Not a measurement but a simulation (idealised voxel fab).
Presented below is a process module, voxel ribs on slabs.
Cross-section cut: width 140 nm, square cells of 5 nm.
How to read a cross-section here: the picture is a grid of square cells, written as bands going from the top down, and any band can span one or more rows of cells.
This entry defines a band. It first specifies the height of the band's top and the height of its bottom in nm, and then specifies the band's materials from left to right, stating each material with its width in nm. The word "edge to edge" identifies a single material that fills the band from edge to edge, while the word "blank" identifies empty space.
A quick word on heights: they are counted from 0, and under that level the wafer as it came to us is one material throughout. The lowest band is different from the rest in having no bottom; it simply continues downward, written as in "0 nm and below".
Think of "30..40" as a width that walks from the first number to the second as you go down the band, top row to bottom row, taking equal-sized steps from row to row.
Reading "no modifications" for a step: not a cell of the cross-section changed in it.
For the entry "Sealed cavities", the listed items are empty spaces with no open way to the top whose size is 8 cells or more; each item follows the pattern width x height at distance, where distance is from the left edge and all three are in nm.
Past the settings on a step's line: simulator remark, on that step.
"overlay nm", when on a step's line for a step with a mask, measures how far to the right of its planned place the mask lay; a negative measure means to the left.
These are the steps we planned for the process
1: RECEIVE (material Si)
2: DIRECTIONAL_DEP (material SiO2; thk nm 20)
3: DIRECTIONAL_DEP (material polySi; thk nm 15)
4: MASKED_ETCH (tone cover; mask id RIB; width nm 15; etch materials polySi; depth nm 10; overlay nm 0)
5: MASKED_ETCH (tone cover; mask id SLAB; width nm 45; etch materials polySi; depth nm 5; overlay nm 0)
6: FILL_DEP (material SiO2; thk nm 20)
7: CMP (height nm 50)
8: DIRECTIONAL_DEP (material W; thk nm 5)
9: DIRECTIONAL_DEP (material aC; thk nm 10)
10: PATTERN (tone cover; mask id HEATER; material resist; width nm 25; thk nm 30; overlay nm 0)
11: DIRECTIONAL_ETCH (etch materials aC; depth nm 10)
12: STRIP (etch materials resist)
13: DIRECTIONAL_ETCH (etch materials W; depth nm 5)
14: STRIP (etch materials aC)
15: CONFORMAL_DEP (material SiN; thk nm 5)
The first wafer of two, processed as planned
As received, after step 1
0 nm and below = Si edge to edge
Sealed cavities: none
How the wafer stands in section after step 2
20 nm to 0 nm = SiO2 edge to edge
Anything lower than 0 is untouched.
How the wafer stands in section after step 3
35 nm to 20 nm = polySi edge to edge
Anything lower than 20 is untouched.
How the wafer stands in section after step 4
35 nm to 25 nm = blank (60) | polySi (15) | blank (65)
Anything lower than 25 is untouched.
How the wafer stands in section after step 5
35 nm to 25 nm = blank (60) | polySi (15) | blank (65)
25 nm to 20 nm = blank (45) | polySi (45) | blank (50)
Anything lower than 20 is untouched.
How the wafer stands in section after step 6
55 nm to 35 nm = SiO2 edge to edge
35 nm to 25 nm = SiO2 (60) | polySi (15) | SiO2 (65)
25 nm to 20 nm = SiO2 (45) | polySi (45) | SiO2 (50)
Anything lower than 20 is untouched.
How the wafer stands in section after step 7
50 nm to 35 nm = SiO2 edge to edge
Anything lower than 35 is untouched.
How the wafer stands in section after step 8
55 nm to 50 nm = W edge to edge
Anything lower than 50 is untouched.
How the wafer stands in section after step 9
65 nm to 55 nm = aC edge to edge
Anything lower than 55 is untouched.
How the wafer stands in section after step 10
95 nm to 65 nm = blank (55) | resist (25) | blank (60)
Anything lower than 65 is untouched.
How the wafer stands in section after step 11
85 nm to 65 nm = blank (55) | resist (25) | blank (60)
65 nm to 55 nm = blank (55) | aC (25) | blank (60)
Anything lower than 55 is untouched.
How the wafer stands in section after step 12
65 nm to 55 nm = blank (55) | aC (25) | blank (60)
Anything lower than 55 is untouched.
How the wafer stands in section after step 13
65 nm to 55 nm = blank (55) | aC (25) | blank (60)
55 nm to 50 nm = blank (55) | W (25) | blank (60)
Anything lower than 50 is untouched.
How the wafer stands in section after step 14
55 nm to 50 nm = blank (55) | W (25) | blank (60)
Anything lower than 50 is untouched.
How the wafer stands in section after step 15
60 nm to 55 nm = blank (50) | SiN (35) | blank (55)
55 nm to 50 nm = SiN (55) | W (25) | SiN (60)
Anything lower than 50 is untouched.
The second wafer was prepared from the same starting point and under the same plan as the first; its processing contained one mistake, and it remains indistinguishable from the first wafer up to and including step 3
Cross-sectional view of the second wafer at the intended end time of process step 4
35 nm to 30 nm = blank (60) | polySi (15) | blank (65)
Anything lower than 30 is untouched.
Cross-sectional view of the second wafer at the intended end time of process step 5
35 nm to 25 nm = blank (60..45) | polySi (15..45) | blank (65..50)
Anything lower than 25 is untouched.
Cross-sectional view of the second wafer at the intended end time of process step 6
55 nm to 35 nm = SiO2 edge to edge
35 nm to 25 nm = SiO2 (60..45) | polySi (15..45) | SiO2 (65..50)
Anything lower than 25 is untouched.
Cross-sectional view of the second wafer at the intended end time of process step 7
50 nm to 35 nm = SiO2 edge to edge
Anything lower than 35 is untouched.
Cross-sectional view of the second wafer at the intended end time of process step 8
55 nm to 50 nm = W edge to edge
Anything lower than 50 is untouched.
Cross-sectional view of the second wafer at the intended end time of process step 9
65 nm to 55 nm = aC edge to edge
Anything lower than 55 is untouched.
Cross-sectional view of the second wafer at the intended end time of process step 10
95 nm to 65 nm = blank (55) | resist (25) | blank (60)
Anything lower than 65 is untouched.
Cross-sectional view of the second wafer at the intended end time of process step 11
85 nm to 65 nm = blank (55) | resist (25) | blank (60)
65 nm to 55 nm = blank (55) | aC (25) | blank (60)
Anything lower than 55 is untouched.
Cross-sectional view of the second wafer at the intended end time of process step 12
65 nm to 55 nm = blank (55) | aC (25) | blank (60)
Anything lower than 55 is untouched.
Cross-sectional view of the second wafer at the intended end time of process step 13
65 nm to 55 nm = blank (55) | aC (25) | blank (60)
55 nm to 50 nm = blank (55) | W (25) | blank (60)
Anything lower than 50 is untouched.
Cross-sectional view of the second wafer at the intended end time of process step 14
55 nm to 50 nm = blank (55) | W (25) | blank (60)
Anything lower than 50 is untouched.
Cross-sectional view of the second wafer at the intended end time of process step 15
60 nm to 55 nm = blank (50) | SiN (35) | blank (55)
55 nm to 50 nm = SiN (55) | W (25) | SiN (60)
Anything lower than 50 is untouched.
Diagnosis: step 4 was run on a setting that differed from the plan, and what really ran there is MASKED_ETCH (tone cover; mask id RIB; width nm 15; etch materials polySi; depth nm 5; overlay nm 0)
It is noted that, at the conclusion of processing, the second wafer exhibits a higher or lower cell count for certain materials relative to the first: -25 SiO2; +25 polySi
